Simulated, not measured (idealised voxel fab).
process module | voxel fin reveal
cross-section cut | 270 nm wide | cells 5 nm
A cross-section is a grid of square cells, given in bands from the top down. A band is one or more rows of cells.
Each band's line starts with the height of the band's top and of its bottom, in nm. Then come its materials from left to right, each with its width in nm. One material with "throughout" fills the band from edge to edge. "air" is empty space.
Height 0 is the level under which the wafer as received is all one material. The lowest band goes on downwards, as in "0 down".
A width such as "30 to 40" changes by the same amount from each row of cells to the next, from the band's top row to its bottom row.
"no change" after a step means that no cell of the cross-section changed.
closed voids: empty space of 8 cells or more with no open way to the top, each as width x height at its distance from the left edge, in nm
after a step's settings: what the simulator itself notes on the step
overlay nm, on a step with a mask: how far to the right of its planned place the mask lay; to the left if negative
plan
1 op RECEIVE | material Si
2 op CONFORMAL_DEP | material SiN | thk nm 10
3 op MASKED_ETCH | tone cover | mask id FINS | width nm 15 | pitch nm 40 | etch materials SiN | depth nm 10 | overlay nm 0
4 op MASKED_ETCH | tone cover | mask id FINS | width nm 15 | pitch nm 40 | etch materials Si | depth nm 30 | overlay nm 0
5 op OXIDIZE | depth nm 5
6 op FILL_DEP | material SiO2 | thk nm 5
7 op CMP | height nm 10
8 op SELECTIVE_ETCH | etch materials SiO2 | depth nm 30
9 op STRIP | etch materials SiN
10 op CONFORMAL_DEP | material HfO2 | thk nm 5
as received, after step 1
  0 down: Si throughout
  closed voids: none
first wafer at the end, as planned
  5 to 0: air 105 | HfO2 15 | air 25 | HfO2 15 | air 110
  0 to -15: air 105 | HfO2 5 | Si 5 | HfO2 5 | air 25 | HfO2 5 | Si 5 | HfO2 5 | air 110
  -15 to -20: HfO2 110 | Si 5 | HfO2 35 | Si 5 | HfO2 115
  -20 to -35: SiO2 110 | Si 5 | SiO2 35 | Si 5 | SiO2 115
  -35 down: Si throughout
  closed voids: none
second wafer at the end: like start, like plan, one mistake
  5 to 0: air 105 | HfO2 15 | air 25 | HfO2 15 | air 110
  0 to -15: air 105 | HfO2 5 | Si 5 | HfO2 5 | air 25 | HfO2 5 | Si 5 | HfO2 5 | air 110
  -15 to -20: HfO2 80 | air 25 | HfO2 5 | Si 5 | HfO2 5 | air 25 | HfO2 5 | Si 5 | HfO2 5 | air 25 | HfO2 85
  -20 to -25: SiO2 75 | HfO2 5 | air 25 | HfO2 5 | Si 5 | HfO2 5 | air 25 | HfO2 5 | Si 5 | HfO2 5 | air 25 | HfO2 5 | SiO2 80
  -25 to -30: SiO2 75 | HfO2 35 | Si 5 | HfO2 35 | Si 5 | HfO2 35 | SiO2 80
  -30 to -35: SiO2 110 | Si 5 | SiO2 35 | Si 5 | SiO2 115
  -35 down: Si throughout
  closed voids: none
what went wrong: steps 8 and 9 were swapped
at the end the second wafer has, in cells: 12 more of HfO2 | 42 fewer of SiO2
